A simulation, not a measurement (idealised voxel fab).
process module | voxel self aligned vias
cross-section cut | 210 nm wide | cells 5 nm
Cross-section spec: square-cell grid; bands listed top down; each band is one or more rows.
Heights first: top, then bottom, in nm. Then materials, left to right, each with a width in nm. "edge to edge" on a single material: fills the band edge to edge. "air": empty space.
The level at which height equals 0 is the one under which the wafer, as it arrives, is entirely one material. No lower edge exists for the bottom band, which continues downward and is notated as in "top 0, no bottom".
A width such as "30 to 40" changes by the same amount from each row of cells to the next, from the band's top row to its bottom row.
"all unchanged", as given for a step, is the statement that not any cell of the cross-section underwent a change during that step.
What "Closed void catalog" gives you is every empty space of 8 cells or more that is cut off from the top. Each appears as width x height at distance, with the distance taken from the left edge and width, height and distance all in nm.
Post-settings text on a step line: simulator's own remark regarding the step.
overlay nm: mask offset rightward from planned place, masked step; negative means leftward offset.
Heads up before you read on: it's before/after pairs around one process step each, after side only down to the lowest band that changed, step plus settings under the pair. Pairs can be from different runs of this module, same starting wafer, so only chain a pair onto the one above if its "Pre-step view" entry says so.
Pre-step view:
	top 15, bottom 10 | SiCN edge to edge
	top 10, bottom 0 | lowk edge to edge
	top 0, no bottom | Si edge to edge
	Closed void catalog: none
Resulting Structure:
	top 35, bottom 15 | lowk edge to edge
	At heights below 15, the structure remains unaltered.
	Closed void catalog: none
Between the two cross-sections above, the process step reads DIRECTIONAL_DEP (material lowk; thk nm 20)
Pre-step view: = after-state of the pair above.
Resulting Structure:
	top 50, bottom 35 | 60 of resist; 30 of air; 25 of resist; 30 of air; 65 of resist
	At heights below 35, the structure remains unaltered.
	Closed void catalog: none
Between the two cross-sections above, the process step reads PATTERN (tone open; mask id LINES; material resist; width nm 30; pitch nm 55; thk nm 15; overlay nm 0)
Pre-step view: = after-state of the pair above.
Resulting Structure:
	top 50, bottom 35 | 60 of resist; 30 of air; 25 of resist; 30 of air; 65 of resist
	top 35, bottom 15 | 60 of lowk; 30 of air; 25 of lowk; 30 of air; 65 of lowk
	At heights below 15, the structure remains unaltered.
	Closed void catalog: none
Between the two cross-sections above, the process step reads DIRECTIONAL_ETCH (etch materials lowk; depth nm 20)
Pre-step view: = after-state of the pair above.
Resulting Structure:
	top 35, bottom 15 | 60 of lowk; 30 of air; 25 of lowk; 30 of air; 65 of lowk
	At heights below 15, the structure remains unaltered.
	Closed void catalog: none
Between the two cross-sections above, the process step reads STRIP (etch materials resist)
Pre-step view: = after-state of the pair above.
Resulting Structure:
	top 40, bottom 35 | 65 of TiN; 20 of air; 35 of TiN; 20 of air; 70 of TiN
	top 35, bottom 20 | 60 of lowk; 5 of TiN; 20 of air; 5 of TiN; 25 of lowk; 5 of TiN; 20 of air; 5 of TiN; 65 of lowk
	top 20, bottom 15 | 60 of lowk; 30 of TiN; 25 of lowk; 30 of TiN; 65 of lowk
	At heights below 15, the structure remains unaltered.
	Closed void catalog: none
Between the two cross-sections above, the process step reads CONFORMAL_DEP (material TiN; thk nm 5)
Pre-step view: = after-state of the pair above.
Resulting Structure:
	top 50, bottom 40 | Ru edge to edge
	top 40, bottom 35 | 65 of TiN; 20 of Ru; 35 of TiN; 20 of Ru; 70 of TiN
	top 35, bottom 20 | 60 of lowk; 5 of TiN; 20 of Ru; 5 of TiN; 25 of lowk; 5 of TiN; 20 of Ru; 5 of TiN; 65 of lowk
	At heights below 20, the structure remains unaltered.
	Closed void catalog: none
Between the two cross-sections above, the process step reads FILL_DEP (material Ru; thk nm 10)
Pre-step view: = after-state of the pair above.
Resulting Structure:
	top 35, bottom 20 | 60 of lowk; 5 of TiN; 20 of Ru; 5 of TiN; 25 of lowk; 5 of TiN; 20 of Ru; 5 of TiN; 65 of lowk
	At heights below 20, the structure remains unaltered.
	Closed void catalog: none
Between the two cross-sections above, the process step reads CMP (height nm 35)
Pre-step view: = after-state of the pair above.
Resulting Structure:
	top 35, bottom 30 | 60 of lowk; 30 of air; 25 of lowk; 30 of air; 65 of lowk
	At heights below 30, the structure remains unaltered.
	Closed void catalog: none
Between the two cross-sections above, the process step reads SELECTIVE_ETCH (etch materials W Ru TiN; depth nm 5)
Pre-step view: = after-state of the pair above.
Resulting Structure:
	top 40, bottom 35 | SiN edge to edge
	top 35, bottom 30 | 60 of lowk; 30 of SiN; 25 of lowk; 30 of SiN; 65 of lowk
	At heights below 30, the structure remains unaltered.
	Closed void catalog: none
Between the two cross-sections above, the process step reads FILL_DEP (material SiN; thk nm 5)
Pre-step view: = after-state of the pair above.
Resulting Structure:
	top 35, bottom 30 | 60 of lowk; 30 of SiN; 25 of lowk; 30 of SiN; 65 of lowk
	At heights below 30, the structure remains unaltered.
	Closed void catalog: none
Between the two cross-sections above, the process step reads CMP (height nm 35)
Pre-step view: = after-state of the pair above.
Resulting Structure:
	top 55, bottom 35 | lowk edge to edge
	At heights below 35, the structure remains unaltered.
	Closed void catalog: none
Between the two cross-sections above, the process step reads DIRECTIONAL_DEP (material lowk; thk nm 20)
Pre-step view: = after-state of the pair above.
Resulting Structure:
	top 55, bottom 35 | 55 of lowk; 40 of air; 115 of lowk
	At heights below 35, the structure remains unaltered.
	Closed void catalog: none
Between the two cross-sections above, the process step reads MASKED_ETCH (tone open; mask id VIAS; width nm 40; etch materials lowk; depth nm 20; overlay nm 0)
Pre-step view: = after-state of the pair above.
Resulting Structure:
	top 55, bottom 35 | 55 of lowk; 40 of air; 115 of lowk
	top 35, bottom 30 | 60 of lowk; 30 of air; 25 of lowk; 30 of SiN; 65 of lowk
	At heights below 30, the structure remains unaltered.
	Closed void catalog: none
Between the two cross-sections above, the process step reads MASKED_ETCH (tone open; mask id VIAS; width nm 40; etch materials SiN; depth nm 5; overlay nm 0)
Pre-step view: = after-state of the pair above.
Resulting Structure:
	top 60, bottom 55 | 60 of TiN; 30 of air; 120 of TiN
	top 55, bottom 40 | 55 of lowk; 5 of TiN; 30 of air; 5 of TiN; 115 of lowk
	top 40, bottom 35 | 55 of lowk; 10 of TiN; 20 of air; 10 of TiN; 115 of lowk
	top 35, bottom 30 | 60 of lowk; 30 of TiN; 25 of lowk; 30 of SiN; 65 of lowk
	At heights below 30, the structure remains unaltered.
	Closed void catalog: none
Between the two cross-sections above, the process step reads CONFORMAL_DEP (material TiN; thk nm 5)
Pre-step view: = after-state of the pair above.
Resulting Structure:
	top 70, bottom 60 | W edge to edge
	top 60, bottom 55 | 60 of TiN; 30 of W; 120 of TiN
	top 55, bottom 40 | 55 of lowk; 5 of TiN; 30 of W; 5 of TiN; 115 of lowk
	top 40, bottom 35 | 55 of lowk; 10 of TiN; 20 of W; 10 of TiN; 115 of lowk
	At heights below 35, the structure remains unaltered.
	Closed void catalog: none
Between the two cross-sections above, the process step reads FILL_DEP (material W; thk nm 10)
Pre-step view: = after-state of the pair above.
Resulting Structure:
	top 55, bottom 40 | 55 of lowk; 5 of TiN; 30 of W; 5 of TiN; 115 of lowk
	At heights below 40, the structure remains unaltered.
	Closed void catalog: none
Between the two cross-sections above, the process step reads CMP (height nm 55)
Pre-step view: = after-state of the pair above.
Resulting Structure:
	top 60, bottom 55 | SiN edge to edge
	At heights below 55, the structure remains unaltered.
	Closed void catalog: none
Between the two cross-sections above, the process step reads CONFORMAL_DEP (material SiN; thk nm 5)
Pre-step view:
	top 35, bottom 15 | lowk edge to edge
	top 15, bottom 10 | SiCN edge to edge
	top 10, bottom 0 | SiO2 edge to edge
	top 0, no bottom | Si edge to edge
	Closed void catalog: none
Resulting Structure:
	top 50, bottom 35 | 60 of air; 30 of resist; 25 of air; 30 of resist; 65 of air
	At heights below 35, the structure remains unaltered.
	Closed void catalog: none
Between the two cross-sections above, the process step reads PATTERN (tone cover; mask id LINES; material resist; width nm 30; pitch nm 55; thk nm 15; overlay nm 0)
Pre-step view: = after-state of the pair above.
Resulting Structure:
	top 50, bottom 35 | 60 of air; 30 of resist; 25 of air; 30 of resist; 65 of air
	top 35, bottom 15 | 60 of air; 30 of lowk; 25 of air; 30 of lowk; 65 of air
	At heights below 15, the structure remains unaltered.
	Closed void catalog: none
Between the two cross-sections above, the process step reads DIRECTIONAL_ETCH (etch materials lowk; depth nm 20)
Pre-step view: = after-state of the pair above.
Resulting Structure:
	top 35, bottom 15 | 60 of air; 30 of lowk; 25 of air; 30 of lowk; 65 of air
	At heights below 15, the structure remains unaltered.
	Closed void catalog: none
Between the two cross-sections above, the process step reads STRIP (etch materials resist)
Pre-step view: = after-state of the pair above.
Resulting Structure:
	top 40, bottom 35 | 55 of air; 40 of TiN; 15 of air; 40 of TiN; 60 of air
	top 35, bottom 20 | 55 of air; 5 of TiN; 30 of lowk; 5 of TiN; 15 of air; 5 of TiN; 30 of lowk; 5 of TiN; 60 of air
	top 20, bottom 15 | 60 of TiN; 30 of lowk; 25 of TiN; 30 of lowk; 65 of TiN
	At heights below 15, the structure remains unaltered.
	Closed void catalog: none
Between the two cross-sections above, the process step reads CONFORMAL_DEP (material TiN; thk nm 5)
Pre-step view: = after-state of the pair above.
Resulting Structure:
	top 50, bottom 40 | Ru edge to edge
	top 40, bottom 35 | 55 of Ru; 40 of TiN; 15 of Ru; 40 of TiN; 60 of Ru
	top 35, bottom 20 | 55 of Ru; 5 of TiN; 30 of lowk; 5 of TiN; 15 of Ru; 5 of TiN; 30 of lowk; 5 of TiN; 60 of Ru
	At heights below 20, the structure remains unaltered.
	Closed void catalog: none
Between the two cross-sections above, the process step reads FILL_DEP (material Ru; thk nm 10)
Pre-step view: = after-state of the pair above.
Resulting Structure:
	top 35, bottom 20 | 55 of Ru; 5 of TiN; 30 of lowk; 5 of TiN; 15 of Ru; 5 of TiN; 30 of lowk; 5 of TiN; 60 of Ru
	At heights below 20, the structure remains unaltered.
	Closed void catalog: none
Between the two cross-sections above, the process step reads CMP (height nm 35)
Pre-step view: = after-state of the pair above.
Resulting Structure:
	top 35, bottom 30 | 60 of air; 30 of lowk; 25 of air; 30 of lowk; 65 of air
	At heights below 30, the structure remains unaltered.
	Closed void catalog: none
Between the two cross-sections above, the process step reads SELECTIVE_ETCH (etch materials W Ru TiN; depth nm 5)
Pre-step view: = after-state of the pair above.
Resulting Structure:
	top 40, bottom 35 | SiN edge to edge
	top 35, bottom 30 | 60 of SiN; 30 of lowk; 25 of SiN; 30 of lowk; 65 of SiN
	At heights below 30, the structure remains unaltered.
	Closed void catalog: none
Between the two cross-sections above, the process step reads FILL_DEP (material SiN; thk nm 5)
Pre-step view: = after-state of the pair above.
Resulting Structure:
	top 35, bottom 30 | 60 of SiN; 30 of lowk; 25 of SiN; 30 of lowk; 65 of SiN
	At heights below 30, the structure remains unaltered.
	Closed void catalog: none
Between the two cross-sections above, the process step reads CMP (height nm 35)
Pre-step view: = after-state of the pair above.
Resulting Structure:
	top 55, bottom 35 | lowk edge to edge
	At heights below 35, the structure remains unaltered.
	Closed void catalog: none
Between the two cross-sections above, the process step reads DIRECTIONAL_DEP (material lowk; thk nm 20)
Pre-step view: = after-state of the pair above.
Resulting Structure:
	top 55, bottom 35 | 55 of lowk; 40 of air; 115 of lowk
	At heights below 35, the structure remains unaltered.
	Closed void catalog: none
Between the two cross-sections above, the process step reads MASKED_ETCH (tone open; mask id VIAS; width nm 40; etch materials lowk; depth nm 20; overlay nm 0)
Pre-step view: = after-state of the pair above.
Resulting Structure:
	top 55, bottom 35 | 55 of lowk; 40 of air; 115 of lowk
	top 35, bottom 30 | 55 of SiN; 5 of air; 30 of lowk; 5 of air; 20 of SiN; 30 of lowk; 65 of SiN
	At heights below 30, the structure remains unaltered.
	Closed void catalog: none
Between the two cross-sections above, the process step reads MASKED_ETCH (tone open; mask id VIAS; width nm 40; etch materials SiN; depth nm 5; overlay nm 0)
Pre-step view: = after-state of the pair above.
Resulting Structure:
	top 60, bottom 55 | 60 of TiN; 30 of air; 120 of TiN
	top 55, bottom 40 | 55 of lowk; 5 of TiN; 30 of air; 5 of TiN; 115 of lowk
	top 40, bottom 35 | 55 of lowk; 40 of TiN; 115 of lowk
	top 35, bottom 30 | 55 of SiN; 5 of TiN; 30 of lowk; 5 of TiN; 20 of SiN; 30 of lowk; 65 of SiN
	At heights below 30, the structure remains unaltered.
	Closed void catalog: none
Between the two cross-sections above, the process step reads CONFORMAL_DEP (material TiN; thk nm 5)
Pre-step view: = after-state of the pair above.
Resulting Structure:
	top 70, bottom 60 | W edge to edge
	top 60, bottom 55 | 60 of TiN; 30 of W; 120 of TiN
	top 55, bottom 40 | 55 of lowk; 5 of TiN; 30 of W; 5 of TiN; 115 of lowk
	At heights below 40, the structure remains unaltered.
	Closed void catalog: none
Between the two cross-sections above, the process step reads FILL_DEP (material W; thk nm 10)
Pre-step view: = after-state of the pair above.
Resulting Structure:
	top 55, bottom 40 | 55 of lowk; 5 of TiN; 30 of W; 5 of TiN; 115 of lowk
	At heights below 40, the structure remains unaltered.
	Closed void catalog: none
Between the two cross-sections above, the process step reads CMP (height nm 55)
Pre-step view: = after-state of the pair above.
Resulting Structure:
	top 60, bottom 55 | SiN edge to edge
	At heights below 55, the structure remains unaltered.
	Closed void catalog: none
Between the two cross-sections above, the process step reads CONFORMAL_DEP (material SiN; thk nm 5)
